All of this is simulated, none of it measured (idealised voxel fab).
This section sets out a process module, namely voxel wiring stack.
Section cut is 210 nm wide and gridded with 5 nm square cells.
A cross-section is a grid of square cells, given in bands from the top down. A band is one or more rows of cells.
Per band: top height and bottom height in nm, followed by the left-to-right materials and their widths in nm; "edge to edge" marks a single material spanning edge to edge, "air" marks empty space.
Heights are reckoned from 0. Under this level, the received wafer is all of one material. The bottommost band is open-ended downward, for example "0 and below".
It should be noted that a width expressed as "30->40" varies in equal increments from row to row of cells within the band, taking the value of the first number at the top row and that of the second number at the bottom row.
Take "no alterations made" at face value: in the step it is given for, the cross-section changed in none of its cells.
"Fully closed voids" means: voids of 8 cells or more that are shut off from the top with no open way through. Written width x height at distance, distance from the left edge, in nm.
after a step's settings: what the simulator itself notes on the step
The line of a step may include "overlay nm". On a step with a mask, this value is how far to the right of its planned place the mask lay. A negative value means the mask lay to the left.
Planned process steps:
1,RECEIVE (material Si)
2,CONFORMAL_DEP (material SiO2; thk nm 15)
3,CONFORMAL_DEP (material SiN; thk nm 5)
4,DIRECTIONAL_DEP (material SiO2; thk nm 15)
5,PATTERN (tone open; mask id METAL_1; material resist; width nm 25; pitch nm 50; thk nm 20; overlay nm 0)
6,DIRECTIONAL_ETCH (etch materials SiO2; depth nm 15)
7,DIRECTIONAL_ETCH (etch materials SiN; depth nm 5)
8,STRIP (etch materials resist)
9,CONFORMAL_DEP (material TiN; thk nm 5)
10,FILL_DEP (material Cu; thk nm 5)
11,CMP (height nm 35)
12,CONFORMAL_DEP (material SiCN; thk nm 5)
13,DIRECTIONAL_DEP (material lowk; thk nm 25)
14,DIRECTIONAL_DEP (material aC; thk nm 10)
15,PATTERN (tone open; mask id METAL_2_HOLES; material resist; width nm 15; pitch nm 50; thk nm 25; overlay nm 0)
16,DIRECTIONAL_ETCH (etch materials aC; depth nm 10)
17,STRIP (etch materials resist)
18,DIRECTIONAL_ETCH (etch materials lowk; depth nm 25)
19,STRIP (etch materials aC)
20,PATTERN (tone open; mask id METAL_2; material resist; width nm 25; pitch nm 50; thk nm 20; overlay nm 0)
21,DIRECTIONAL_ETCH (etch materials lowk; depth nm 15)
22,DIRECTIONAL_ETCH (etch materials SiCN; depth nm 5)
23,STRIP (etch materials resist)
24,CONFORMAL_DEP (material TiN; thk nm 5)
25,FILL_DEP (material Cu; thk nm 5)
26,CMP (height nm 65)
27,CONFORMAL_DEP (material SiCN; thk nm 5)
28,DIRECTIONAL_DEP (material lowk; thk nm 30)
29,MASKED_ETCH (tone open; mask id METAL_3; width nm 25; pitch nm 50; etch materials lowk; depth nm 15; overlay nm 0)
30,DIRECTIONAL_DEP (material aC; thk nm 15)
31,PATTERN (tone open; mask id METAL_3_HOLES; material resist; width nm 15; pitch nm 50; thk nm 30; overlay nm 0)
32,DIRECTIONAL_ETCH (etch materials aC; depth nm 15)
33,STRIP (etch materials resist)
34,DIRECTIONAL_ETCH (etch materials lowk; depth nm 15)
35,DIRECTIONAL_ETCH (etch materials SiCN; depth nm 5)
36,STRIP (etch materials aC)
37,CONFORMAL_DEP (material TiN; thk nm 5)
38,FILL_DEP (material Cu; thk nm 10)
39,CMP (height nm 100)
40,CONFORMAL_DEP (material SiN; thk nm 5)
First of two wafers, with the run carried out as planned:
Step 1 complete: cross-section of the wafer as received:
* 0 and below  Si edge to edge
* Fully closed voids: none
Sectional view: wafer, after step 2:
* 15 down to 0  SiO2 edge to edge
* below 0: unchanged
Sectional view: wafer, after step 3:
* 20 down to 15  SiN edge to edge
* below 15: unchanged
Sectional view: wafer, after step 4:
* 35 down to 20  SiO2 edge to edge
* below 20: unchanged
Sectional view: wafer, after step 5:
* 55 down to 35  resist=65 | air=25 | resist=25 | air=25 | resist=70
* below 35: unchanged
Sectional view: wafer, after step 6:
* 55 down to 35  resist=65 | air=25 | resist=25 | air=25 | resist=70
* 35 down to 20  SiO2=65 | air=25 | SiO2=25 | air=25 | SiO2=70
* below 20: unchanged
Sectional view: wafer, after step 7:
* 55 down to 35  resist=65 | air=25 | resist=25 | air=25 | resist=70
* 35 down to 20  SiO2=65 | air=25 | SiO2=25 | air=25 | SiO2=70
* 20 down to 15  SiN=65 | air=25 | SiN=25 | air=25 | SiN=70
* below 15: unchanged
Sectional view: wafer, after step 8:
* 35 down to 20  SiO2=65 | air=25 | SiO2=25 | air=25 | SiO2=70
* below 20: unchanged
Sectional view: wafer, after step 9:
* 40 down to 35  TiN=70 | air=15 | TiN=35 | air=15 | TiN=75
* 35 down to 20  SiO2=65 | TiN=5 | air=15 | TiN=5 | SiO2=25 | TiN=5 | air=15 | TiN=5 | SiO2=70
* 20 down to 15  SiN=65 | TiN=25 | SiN=25 | TiN=25 | SiN=70
* below 15: unchanged
Sectional view: wafer, after step 10:
* 45 down to 40  Cu edge to edge
* 40 down to 35  TiN=70 | Cu=15 | TiN=35 | Cu=15 | TiN=75
* 35 down to 20  SiO2=65 | TiN=5 | Cu=15 | TiN=5 | SiO2=25 | TiN=5 | Cu=15 | TiN=5 | SiO2=70
* below 20: unchanged
Sectional view: wafer, after step 11:
* 35 down to 20  SiO2=65 | TiN=5 | Cu=15 | TiN=5 | SiO2=25 | TiN=5 | Cu=15 | TiN=5 | SiO2=70
* below 20: unchanged
Sectional view: wafer, after step 12:
* 40 down to 35  SiCN edge to edge
* below 35: unchanged
Sectional view: wafer, after step 13:
* 65 down to 40  lowk edge to edge
* below 40: unchanged
Sectional view: wafer, after step 14:
* 75 down to 65  aC edge to edge
* below 65: unchanged
Sectional view: wafer, after step 15:
* 100 down to 75  resist=65 | air=15 | resist=35 | air=15 | resist=80
* below 75: unchanged
Sectional view: wafer, after step 16:
* 90 down to 75  resist=65 | air=15 | resist=35 | air=15 | resist=80
* 75 down to 65  aC=65 | air=15 | aC=35 | air=15 | aC=80
* below 65: unchanged
Sectional view: wafer, after step 17:
* 75 down to 65  aC=65 | air=15 | aC=35 | air=15 | aC=80
* below 65: unchanged
Sectional view: wafer, after step 18:
* 75 down to 65  aC=65 | air=15 | aC=35 | air=15 | aC=80
* 65 down to 40  lowk=65 | air=15 | lowk=35 | air=15 | lowk=80
* below 40: unchanged
Sectional view: wafer, after step 19:
* 65 down to 40  lowk=65 | air=15 | lowk=35 | air=15 | lowk=80
* below 40: unchanged
Sectional view: wafer, after step 20:
* 85 down to 65  resist=65 | air=25 | resist=25 | air=25 | resist=70
* below 65: unchanged
Sectional view: wafer, after step 21:
* 85 down to 65  resist=65 | air=25 | resist=25 | air=25 | resist=70
* 65 down to 50  lowk=65 | air=25 | lowk=25 | air=25 | lowk=70
* below 50: unchanged
Sectional view: wafer, after step 22:
* 85 down to 65  resist=65 | air=25 | resist=25 | air=25 | resist=70
* 65 down to 50  lowk=65 | air=25 | lowk=25 | air=25 | lowk=70
* 50 down to 40  lowk=65 | air=15 | lowk=35 | air=15 | lowk=80
* 40 down to 35  SiCN=65 | air=15 | SiCN=35 | air=15 | SiCN=80
* below 35: unchanged
Sectional view: wafer, after step 23:
* 65 down to 50  lowk=65 | air=25 | lowk=25 | air=25 | lowk=70
* below 50: unchanged
Sectional view: wafer, after step 24:
* 70 down to 65  TiN=70 | air=15 | TiN=35 | air=15 | TiN=75
* 65 down to 55  lowk=65 | TiN=5 | air=15 | TiN=5 | lowk=25 | TiN=5 | air=15 | TiN=5 | lowk=70
* 55 down to 50  lowk=65 | TiN=5 | air=5 | TiN=15 | lowk=25 | TiN=5 | air=5 | TiN=15 | lowk=70
* 50 down to 40  lowk=65 | TiN=5 | air=5 | TiN=5 | lowk=35 | TiN=5 | air=5 | TiN=5 | lowk=80
* 40 down to 35  SiCN=65 | TiN=15 | SiCN=35 | TiN=15 | SiCN=80
* below 35: unchanged
Sectional view: wafer, after step 25:
* 75 down to 70  Cu edge to edge
* 70 down to 65  TiN=70 | Cu=15 | TiN=35 | Cu=15 | TiN=75
* 65 down to 55  lowk=65 | TiN=5 | Cu=15 | TiN=5 | lowk=25 | TiN=5 | Cu=15 | TiN=5 | lowk=70
* 55 down to 50  lowk=65 | TiN=5 | Cu=5 | TiN=15 | lowk=25 | TiN=5 | Cu=5 | TiN=15 | lowk=70
* 50 down to 40  lowk=65 | TiN=5 | Cu=5 | TiN=5 | lowk=35 | TiN=5 | Cu=5 | TiN=5 | lowk=80
* below 40: unchanged
Sectional view: wafer, after step 26:
* 65 down to 55  lowk=65 | TiN=5 | Cu=15 | TiN=5 | lowk=25 | TiN=5 | Cu=15 | TiN=5 | lowk=70
* below 55: unchanged
Sectional view: wafer, after step 27:
* 70 down to 65  SiCN edge to edge
* below 65: unchanged
Sectional view: wafer, after step 28:
* 100 down to 70  lowk edge to edge
* below 70: unchanged
Sectional view: wafer, after step 29:
* 100 down to 85  lowk=65 | air=25 | lowk=25 | air=25 | lowk=70
* below 85: unchanged
Sectional view: wafer, after step 30:
* 115 down to 100  aC=65 | air=25 | aC=25 | air=25 | aC=70
* 100 down to 85  lowk=65 | aC=25 | lowk=25 | aC=25 | lowk=70
* below 85: unchanged
Sectional view: wafer, after step 31:
* 145 down to 115  resist=65 | air=15 | resist=35 | air=15 | resist=80
* 115 down to 100  aC=65 | air=15 | resist=10 | aC=25 | air=15 | resist=10 | aC=70
* below 100: unchanged
Sectional view: wafer, after step 32:
* 130 down to 115  resist=65 | air=15 | resist=35 | air=15 | resist=80
* 115 down to 100  aC=65 | air=15 | resist=10 | aC=25 | air=15 | resist=10 | aC=70
* 100 down to 85  lowk=65 | air=15 | aC=10 | lowk=25 | air=15 | aC=10 | lowk=70
* below 85: unchanged
Sectional view: wafer, after step 33:
* 115 down to 100  aC=65 | air=25 | aC=25 | air=25 | aC=70
* below 100: unchanged
Sectional view: wafer, after step 34:
* 115 down to 100  aC=65 | air=25 | aC=25 | air=25 | aC=70
* 100 down to 85  lowk=65 | air=15 | aC=10 | lowk=25 | air=15 | aC=10 | lowk=70
* 85 down to 70  lowk=65 | air=15 | lowk=35 | air=15 | lowk=80
* below 70: unchanged
Sectional view: wafer, after step 35:
* 115 down to 100  aC=65 | air=25 | aC=25 | air=25 | aC=70
* 100 down to 85  lowk=65 | air=15 | aC=10 | lowk=25 | air=15 | aC=10 | lowk=70
* 85 down to 70  lowk=65 | air=15 | lowk=35 | air=15 | lowk=80
* 70 down to 65  SiCN=65 | air=15 | SiCN=35 | air=15 | SiCN=80
* below 65: unchanged
Sectional view: wafer, after step 36:
* 100 down to 85  lowk=65 | air=25 | lowk=25 | air=25 | lowk=70
* below 85: unchanged
Sectional view: wafer, after step 37:
* 105 down to 100  TiN=70 | air=15 | TiN=35 | air=15 | TiN=75
* 100 down to 90  lowk=65 | TiN=5 | air=15 | TiN=5 | lowk=25 | TiN=5 | air=15 | TiN=5 | lowk=70
* 90 down to 85  lowk=65 | TiN=5 | air=5 | TiN=15 | lowk=25 | TiN=5 | air=5 | TiN=15 | lowk=70
* 85 down to 70  lowk=65 | TiN=5 | air=5 | TiN=5 | lowk=35 | TiN=5 | air=5 | TiN=5 | lowk=80
* 70 down to 65  SiCN=65 | TiN=15 | SiCN=35 | TiN=15 | SiCN=80
* below 65: unchanged
Sectional view: wafer, after step 38:
* 115 down to 105  Cu edge to edge
* 105 down to 100  TiN=70 | Cu=15 | TiN=35 | Cu=15 | TiN=75
* 100 down to 90  lowk=65 | TiN=5 | Cu=15 | TiN=5 | lowk=25 | TiN=5 | Cu=15 | TiN=5 | lowk=70
* 90 down to 85  lowk=65 | TiN=5 | Cu=5 | TiN=15 | lowk=25 | TiN=5 | Cu=5 | TiN=15 | lowk=70
* 85 down to 70  lowk=65 | TiN=5 | Cu=5 | TiN=5 | lowk=35 | TiN=5 | Cu=5 | TiN=5 | lowk=80
* below 70: unchanged
Sectional view: wafer, after step 39:
* 100 down to 90  lowk=65 | TiN=5 | Cu=15 | TiN=5 | lowk=25 | TiN=5 | Cu=15 | TiN=5 | lowk=70
* below 90: unchanged
Sectional view: wafer, after step 40:
* 105 down to 100  SiN edge to edge
* below 100: unchanged
Second wafer - shared start and plan with the first - one error in running - same as the first up to step 19 inclusive:
Cross-sectional representation of the second wafer at the time designated in the plan for the completion of step 20:
* 85 down to 65  resist=70 | air=25 | resist=25 | air=25 | resist=65
* 65 down to 40  lowk=65 | resist=5 | air=10 | lowk=35 | resist=5 | air=10 | lowk=80
* below 40: unchanged
Cross-sectional representation of the second wafer at the time designated in the plan for the completion of step 21:
* 85 down to 65  resist=70 | air=25 | resist=25 | air=25 | resist=65
* 65 down to 50  lowk=65 | resist=5 | air=25 | lowk=20 | resist=5 | air=25 | lowk=65
* below 50: unchanged
Cross-sectional representation of the second wafer at the time designated in the plan for the completion of step 22:
* 85 down to 65  resist=70 | air=25 | resist=25 | air=25 | resist=65
* 65 down to 50  lowk=65 | resist=5 | air=25 | lowk=20 | resist=5 | air=25 | lowk=65
* 50 down to 40  lowk=65 | resist=5 | air=10 | lowk=35 | resist=5 | air=10 | lowk=80
* 40 down to 35  SiCN=70 | air=10 | SiCN=40 | air=10 | SiCN=80
* below 35: unchanged
Cross-sectional representation of the second wafer at the time designated in the plan for the completion of step 23:
* 65 down to 50  lowk=65 | air=30 | lowk=20 | air=30 | lowk=65
* 50 down to 40  lowk=65 | air=15 | lowk=35 | air=15 | lowk=80
* below 40: unchanged
Cross-sectional representation of the second wafer at the time designated in the plan for the completion of step 24:
* 70 down to 65  TiN=70 | air=20 | TiN=30 | air=20 | TiN=70
* 65 down to 55  lowk=65 | TiN=5 | air=20 | TiN=5 | lowk=20 | TiN=5 | air=20 | TiN=5 | lowk=65
* 55 down to 45  lowk=65 | TiN=5 | air=5 | TiN=20->5 | lowk=20->35 | TiN=5 | air=5 | TiN=20->5 | lowk=65->80
* 45 down to 40  lowk=65 | TiN=15 | lowk=35 | TiN=15 | lowk=80
* 40 down to 35  SiCN=70 | TiN=10 | SiCN=40 | TiN=10 | SiCN=80
* below 35: unchanged
Cross-sectional representation of the second wafer at the time designated in the plan for the completion of step 25:
* 75 down to 70  Cu edge to edge
* 70 down to 65  TiN=70 | Cu=20 | TiN=30 | Cu=20 | TiN=70
* 65 down to 55  lowk=65 | TiN=5 | Cu=20 | TiN=5 | lowk=20 | TiN=5 | Cu=20 | TiN=5 | lowk=65
* 55 down to 45  lowk=65 | TiN=5 | Cu=5 | TiN=20->5 | lowk=20->35 | TiN=5 | Cu=5 | TiN=20->5 | lowk=65->80
* below 45: unchanged
Cross-sectional representation of the second wafer at the time designated in the plan for the completion of step 26:
* 65 down to 55  lowk=65 | TiN=5 | Cu=20 | TiN=5 | lowk=20 | TiN=5 | Cu=20 | TiN=5 | lowk=65
* below 55: unchanged
Cross-sectional representation of the second wafer at the time designated in the plan for the completion of step 27:
* 70 down to 65  SiCN edge to edge
* below 65: unchanged
Cross-sectional representation of the second wafer at the time designated in the plan for the completion of step 28:
* 100 down to 70  lowk edge to edge
* below 70: unchanged
Cross-sectional representation of the second wafer at the time designated in the plan for the completion of step 29:
* 100 down to 85  lowk=65 | air=25 | lowk=25 | air=25 | lowk=70
* below 85: unchanged
Cross-sectional representation of the second wafer at the time designated in the plan for the completion of step 30:
* 115 down to 100  aC=65 | air=25 | aC=25 | air=25 | aC=70
* 100 down to 85  lowk=65 | aC=25 | lowk=25 | aC=25 | lowk=70
* below 85: unchanged
Cross-sectional representation of the second wafer at the time designated in the plan for the completion of step 31:
* 145 down to 115  resist=65 | air=15 | resist=35 | air=15 | resist=80
* 115 down to 100  aC=65 | air=15 | resist=10 | aC=25 | air=15 | resist=10 | aC=70
* below 100: unchanged
Cross-sectional representation of the second wafer at the time designated in the plan for the completion of step 32:
* 130 down to 115  resist=65 | air=15 | resist=35 | air=15 | resist=80
* 115 down to 100  aC=65 | air=15 | resist=10 | aC=25 | air=15 | resist=10 | aC=70
* 100 down to 85  lowk=65 | air=15 | aC=10 | lowk=25 | air=15 | aC=10 | lowk=70
* below 85: unchanged
Cross-sectional representation of the second wafer at the time designated in the plan for the completion of step 33:
* 115 down to 100  aC=65 | air=25 | aC=25 | air=25 | aC=70
* below 100: unchanged
Cross-sectional representation of the second wafer at the time designated in the plan for the completion of step 34:
* 115 down to 100  aC=65 | air=25 | aC=25 | air=25 | aC=70
* 100 down to 85  lowk=65 | air=15 | aC=10 | lowk=25 | air=15 | aC=10 | lowk=70
* 85 down to 70  lowk=65 | air=15 | lowk=35 | air=15 | lowk=80
* below 70: unchanged
Cross-sectional representation of the second wafer at the time designated in the plan for the completion of step 35:
* 115 down to 100  aC=65 | air=25 | aC=25 | air=25 | aC=70
* 100 down to 85  lowk=65 | air=15 | aC=10 | lowk=25 | air=15 | aC=10 | lowk=70
* 85 down to 70  lowk=65 | air=15 | lowk=35 | air=15 | lowk=80
* 70 down to 65  SiCN=65 | air=15 | SiCN=35 | air=15 | SiCN=80
* below 65: unchanged
Cross-sectional representation of the second wafer at the time designated in the plan for the completion of step 36:
* 100 down to 85  lowk=65 | air=25 | lowk=25 | air=25 | lowk=70
* below 85: unchanged
Cross-sectional representation of the second wafer at the time designated in the plan for the completion of step 37:
* 105 down to 100  TiN=70 | air=15 | TiN=35 | air=15 | TiN=75
* 100 down to 90  lowk=65 | TiN=5 | air=15 | TiN=5 | lowk=25 | TiN=5 | air=15 | TiN=5 | lowk=70
* 90 down to 85  lowk=65 | TiN=5 | air=5 | TiN=15 | lowk=25 | TiN=5 | air=5 | TiN=15 | lowk=70
* 85 down to 70  lowk=65 | TiN=5 | air=5 | TiN=5 | lowk=35 | TiN=5 | air=5 | TiN=5 | lowk=80
* 70 down to 65  SiCN=65 | TiN=15 | SiCN=35 | TiN=15 | SiCN=80
* below 65: unchanged
Cross-sectional representation of the second wafer at the time designated in the plan for the completion of step 38:
* 115 down to 105  Cu edge to edge
* 105 down to 100  TiN=70 | Cu=15 | TiN=35 | Cu=15 | TiN=75
* 100 down to 90  lowk=65 | TiN=5 | Cu=15 | TiN=5 | lowk=25 | TiN=5 | Cu=15 | TiN=5 | lowk=70
* 90 down to 85  lowk=65 | TiN=5 | Cu=5 | TiN=15 | lowk=25 | TiN=5 | Cu=5 | TiN=15 | lowk=70
* 85 down to 70  lowk=65 | TiN=5 | Cu=5 | TiN=5 | lowk=35 | TiN=5 | Cu=5 | TiN=5 | lowk=80
* below 70: unchanged
Cross-sectional representation of the second wafer at the time designated in the plan for the completion of step 39:
* 100 down to 90  lowk=65 | TiN=5 | Cu=15 | TiN=5 | lowk=25 | TiN=5 | Cu=15 | TiN=5 | lowk=70
* below 90: unchanged
Cross-sectional representation of the second wafer at the time designated in the plan for the completion of step 40:
* 105 down to 100  SiN edge to edge
* below 100: unchanged
It is concluded that the wafer was processed incorrectly with respect to the plan, in that so step 20 ended up running with a different setting than we planned, it ran as PATTERN (tone open; mask id METAL_2; material resist; width nm 25; pitch nm 50; thk nm 20; overlay nm 5)
Final tally in cells, some materials are higher or lower on the second wafer than on the first: Cu: 2 more | SiCN: 2 more | TiN: 2 more | lowk: 6 fewer
